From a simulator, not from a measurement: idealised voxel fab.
Process module heading - voxel air gaps
Cross-sectional view cut (width: 175 nm; square cell size: 5 nm).
Cross-sections here: square-cell grids, written as top-down lists of bands, a band being one or more rows of cells.
Look at the band entry: it leads with the top's height and the bottom's height in nm. Then it lists the materials left to right, with a width in nm for each. The word "all across" on a single material says that material fills the band edge to edge. The word "air" is empty space.
Heights from 0 (as-received wafer is one material below). Bottom band endless downward, as "from 0 down".
The expression "30->40" gives the width at the extremes of the band, the first number at its top row of cells and the second at its bottom row, with the width changing by equal amounts from each row to the next in between.
When a step is marked "all unchanged", none of the cells in the cross-section changed during that step.
This entry, "Enclosed cavity list", enumerates those empty regions of no fewer than 8 cells that possess no open connection to the top. Each region is reported in the form width x height at distance, the distance being taken from the left edge, with all three quantities expressed in nm.
On a step's line, text after the settings is the simulator commenting on that step.
overlay nm: on a step with a mask, how far right of its planned place the mask lay; negative means left.
### The following list gives the planned process steps
1) RECEIVE (material Si)
2) CONFORMAL_DEP (material SiO2; thk nm 15)
3) CONFORMAL_DEP (material SiCN; thk nm 5)
4) DIRECTIONAL_DEP (material SiO2; thk nm 30)
5) DIRECTIONAL_DEP (material aC; thk nm 15)
6) PATTERN (tone open; mask id LINES; material resist; width nm 25; pitch nm 50; thk nm 35; overlay nm 0)
7) DIRECTIONAL_ETCH (etch materials aC; depth nm 15)
8) STRIP (etch materials resist)
9) DIRECTIONAL_ETCH (etch materials SiO2; depth nm 30)
10) STRIP (etch materials aC)
11) CONFORMAL_DEP (material TiN; thk nm 5)
12) FILL_DEP (material Cu; thk nm 10)
13) CMP (height nm 50)
14) EPI (material Ru; thk nm 10)
15) SELECTIVE_ETCH (etch materials SiO2; depth nm 40)
16) CONFORMAL_DEP (material SiCN; thk nm 5)
### first wafer, as planned
### Wafer as received: cross-section following step 1
	from 0 down  Si all across
	Enclosed cavity list: none
### Once step 2 is through, the wafer looks like this in cross-section
	from 15 to 0  SiO2 all across
	Unchanged below 0.
### Once step 3 is through, the wafer looks like this in cross-section
	from 20 to 15  SiCN all across
	Unchanged below 15.
### Once step 4 is through, the wafer looks like this in cross-section
	from 50 to 20  SiO2 all across
	Unchanged below 20.
### Once step 5 is through, the wafer looks like this in cross-section
	from 65 to 50  aC all across
	Unchanged below 50.
### Once step 6 is through, the wafer looks like this in cross-section
	from 100 to 65  25 of resist / 25 of air / 25 of resist / 25 of air / 25 of resist / 25 of air / 25 of resist
	Unchanged below 65.
### Once step 7 is through, the wafer looks like this in cross-section
	from 85 to 65  25 of resist / 25 of air / 25 of resist / 25 of air / 25 of resist / 25 of air / 25 of resist
	from 65 to 50  25 of aC / 25 of air / 25 of aC / 25 of air / 25 of aC / 25 of air / 25 of aC
	Unchanged below 50.
### Once step 8 is through, the wafer looks like this in cross-section
	from 65 to 50  25 of aC / 25 of air / 25 of aC / 25 of air / 25 of aC / 25 of air / 25 of aC
	Unchanged below 50.
### Once step 9 is through, the wafer looks like this in cross-section
	from 65 to 50  25 of aC / 25 of air / 25 of aC / 25 of air / 25 of aC / 25 of air / 25 of aC
	from 50 to 20  25 of SiO2 / 25 of air / 25 of SiO2 / 25 of air / 25 of SiO2 / 25 of air / 25 of SiO2
	Unchanged below 20.
### Once step 10 is through, the wafer looks like this in cross-section
	from 50 to 20  25 of SiO2 / 25 of air / 25 of SiO2 / 25 of air / 25 of SiO2 / 25 of air / 25 of SiO2
	Unchanged below 20.
### Once step 11 is through, the wafer looks like this in cross-section
	from 55 to 50  30 of TiN / 15 of air / 35 of TiN / 15 of air / 35 of TiN / 15 of air / 30 of TiN
	from 50 to 25  25 of SiO2 / 5 of TiN / 15 of air / 5 of TiN / 25 of SiO2 / 5 of TiN / 15 of air / 5 of TiN / 25 of SiO2 / 5 of TiN / 15 of air / 5 of TiN / 25 of SiO2
	from 25 to 20  25 of SiO2 / 25 of TiN / 25 of SiO2 / 25 of TiN / 25 of SiO2 / 25 of TiN / 25 of SiO2
	Unchanged below 20.
### Once step 12 is through, the wafer looks like this in cross-section
	from 65 to 55  Cu all across
	from 55 to 50  30 of TiN / 15 of Cu / 35 of TiN / 15 of Cu / 35 of TiN / 15 of Cu / 30 of TiN
	from 50 to 25  25 of SiO2 / 5 of TiN / 15 of Cu / 5 of TiN / 25 of SiO2 / 5 of TiN / 15 of Cu / 5 of TiN / 25 of SiO2 / 5 of TiN / 15 of Cu / 5 of TiN / 25 of SiO2
	Unchanged below 25.
### Once step 13 is through, the wafer looks like this in cross-section
	from 50 to 25  25 of SiO2 / 5 of TiN / 15 of Cu / 5 of TiN / 25 of SiO2 / 5 of TiN / 15 of Cu / 5 of TiN / 25 of SiO2 / 5 of TiN / 15 of Cu / 5 of TiN / 25 of SiO2
	Unchanged below 25.
### Once step 14 is through, the wafer looks like this in cross-section
	from 60 to 50  15 of air / 45 of Ru / 5 of air / 45 of Ru / 5 of air / 45 of Ru / 15 of air
	Unchanged below 50.
### Once step 15 is through, the wafer looks like this in cross-section
	from 60 to 50  15 of air / 45 of Ru / 5 of air / 45 of Ru / 5 of air / 45 of Ru / 15 of air
	from 50 to 25  25 of air / 5 of TiN / 15 of Cu / 5 of TiN / 25 of air / 5 of TiN / 15 of Cu / 5 of TiN / 25 of air / 5 of TiN / 15 of Cu / 5 of TiN / 25 of air
	from 25 to 20  25 of air / 25 of TiN / 25 of air / 25 of TiN / 25 of air / 25 of TiN / 25 of air
	Unchanged below 20.
### Once step 16 is through, the wafer looks like this in cross-section
	from 65 to 60  10 of air / 155 of SiCN / 10 of air
	from 60 to 50  10 of air / 5 of SiCN / 45 of Ru / 5 of SiCN / 45 of Ru / 5 of SiCN / 45 of Ru / 5 of SiCN / 10 of air
	from 50 to 45  10 of air / 15 of SiCN / 5 of TiN / 15 of Cu / 5 of TiN / 25 of SiCN / 5 of TiN / 15 of Cu / 5 of TiN / 25 of SiCN / 5 of TiN / 15 of Cu / 5 of TiN / 15 of SiCN / 10 of air
	from 45 to 25  20 of air / 5 of SiCN / 5 of TiN / 15 of Cu / 5 of TiN / 5 of SiCN / 15 of air / 5 of SiCN / 5 of TiN / 15 of Cu / 5 of TiN / 5 of SiCN / 15 of air / 5 of SiCN / 5 of TiN / 15 of Cu / 5 of TiN / 5 of SiCN / 20 of air
	from 25 to 20  25 of SiCN / 25 of TiN / 25 of SiCN / 25 of TiN / 25 of SiCN / 25 of TiN / 25 of SiCN
	Unchanged below 20.
	Enclosed cavity list: 15 x 20 at 55; 15 x 20 at 105
### Wafer two. Identical start, identical plan. One mistake in execution. Identical history through step 5
### Second wafer, cross-section, planned end of step 6
	from 100 to 65  25 of air / 25 of resist / 25 of air / 25 of resist / 25 of air / 25 of resist / 25 of air
	Unchanged below 65.
### Second wafer, cross-section, planned end of step 7
	from 85 to 65  25 of air / 25 of resist / 25 of air / 25 of resist / 25 of air / 25 of resist / 25 of air
	from 65 to 50  25 of air / 25 of aC / 25 of air / 25 of aC / 25 of air / 25 of aC / 25 of air
	Unchanged below 50.
### Second wafer, cross-section, planned end of step 8
	from 65 to 50  25 of air / 25 of aC / 25 of air / 25 of aC / 25 of air / 25 of aC / 25 of air
	Unchanged below 50.
### Second wafer, cross-section, planned end of step 9
	from 65 to 50  25 of air / 25 of aC / 25 of air / 25 of aC / 25 of air / 25 of aC / 25 of air
	from 50 to 20  25 of air / 25 of SiO2 / 25 of air / 25 of SiO2 / 25 of air / 25 of SiO2 / 25 of air
	Unchanged below 20.
### Second wafer, cross-section, planned end of step 10
	from 50 to 20  25 of air / 25 of SiO2 / 25 of air / 25 of SiO2 / 25 of air / 25 of SiO2 / 25 of air
	Unchanged below 20.
### Second wafer, cross-section, planned end of step 11
	from 55 to 50  20 of air / 35 of TiN / 15 of air / 35 of TiN / 15 of air / 35 of TiN / 20 of air
	from 50 to 25  20 of air / 5 of TiN / 25 of SiO2 / 5 of TiN / 15 of air / 5 of TiN / 25 of SiO2 / 5 of TiN / 15 of air / 5 of TiN / 25 of SiO2 / 5 of TiN / 20 of air
	from 25 to 20  25 of TiN / 25 of SiO2 / 25 of TiN / 25 of SiO2 / 25 of TiN / 25 of SiO2 / 25 of TiN
	Unchanged below 20.
### Second wafer, cross-section, planned end of step 12
	from 65 to 55  Cu all across
	from 55 to 50  20 of Cu / 35 of TiN / 15 of Cu / 35 of TiN / 15 of Cu / 35 of TiN / 20 of Cu
	from 50 to 25  20 of Cu / 5 of TiN / 25 of SiO2 / 5 of TiN / 15 of Cu / 5 of TiN / 25 of SiO2 / 5 of TiN / 15 of Cu / 5 of TiN / 25 of SiO2 / 5 of TiN / 20 of Cu
	Unchanged below 25.
### Second wafer, cross-section, planned end of step 13
	from 50 to 25  20 of Cu / 5 of TiN / 25 of SiO2 / 5 of TiN / 15 of Cu / 5 of TiN / 25 of SiO2 / 5 of TiN / 15 of Cu / 5 of TiN / 25 of SiO2 / 5 of TiN / 20 of Cu
	Unchanged below 25.
### Second wafer, cross-section, planned end of step 14
	from 60 to 50  35 of Ru / 5 of air / 45 of Ru / 5 of air / 45 of Ru / 5 of air / 35 of Ru
	Unchanged below 50.
### Second wafer, cross-section, planned end of step 15
	from 60 to 50  35 of Ru / 5 of air / 45 of Ru / 5 of air / 45 of Ru / 5 of air / 35 of Ru
	from 50 to 25  20 of Cu / 5 of TiN / 25 of air / 5 of TiN / 15 of Cu / 5 of TiN / 25 of air / 5 of TiN / 15 of Cu / 5 of TiN / 25 of air / 5 of TiN / 20 of Cu
	from 25 to 20  25 of TiN / 25 of air / 25 of TiN / 25 of air / 25 of TiN / 25 of air / 25 of TiN
	Unchanged below 20.
### Second wafer, cross-section, planned end of step 16
	from 65 to 60  SiCN all across
	from 60 to 50  35 of Ru / 5 of SiCN / 45 of Ru / 5 of SiCN / 45 of Ru / 5 of SiCN / 35 of Ru
	from 50 to 45  20 of Cu / 5 of TiN / 25 of SiCN / 5 of TiN / 15 of Cu / 5 of TiN / 25 of SiCN / 5 of TiN / 15 of Cu / 5 of TiN / 25 of SiCN / 5 of TiN / 20 of Cu
	from 45 to 25  20 of Cu / 5 of TiN / 5 of SiCN / 15 of air / 5 of SiCN / 5 of TiN / 15 of Cu / 5 of TiN / 5 of SiCN / 15 of air / 5 of SiCN / 5 of TiN / 15 of Cu / 5 of TiN / 5 of SiCN / 15 of air / 5 of SiCN / 5 of TiN / 20 of Cu
	from 25 to 20  25 of TiN / 25 of SiCN / 25 of TiN / 25 of SiCN / 25 of TiN / 25 of SiCN / 25 of TiN
	Unchanged below 20.
	Enclosed cavity list: 15 x 20 at 30; 15 x 20 at 80; 15 x 20 at 130
Here's what went sideways: step 6 was not run as planned; what actually ran was PATTERN (tone cover; mask id LINES; material resist; width nm 25; pitch nm 50; thk nm 35; overlay nm 0)
The final cell counts differ between the wafers, with the second having more or fewer of some materials than the first: +25 Cu | +10 Ru | -4 SiCN | +5 TiN
First wafer closed voids (final) = 2; second wafer closed voids (final) = 3.
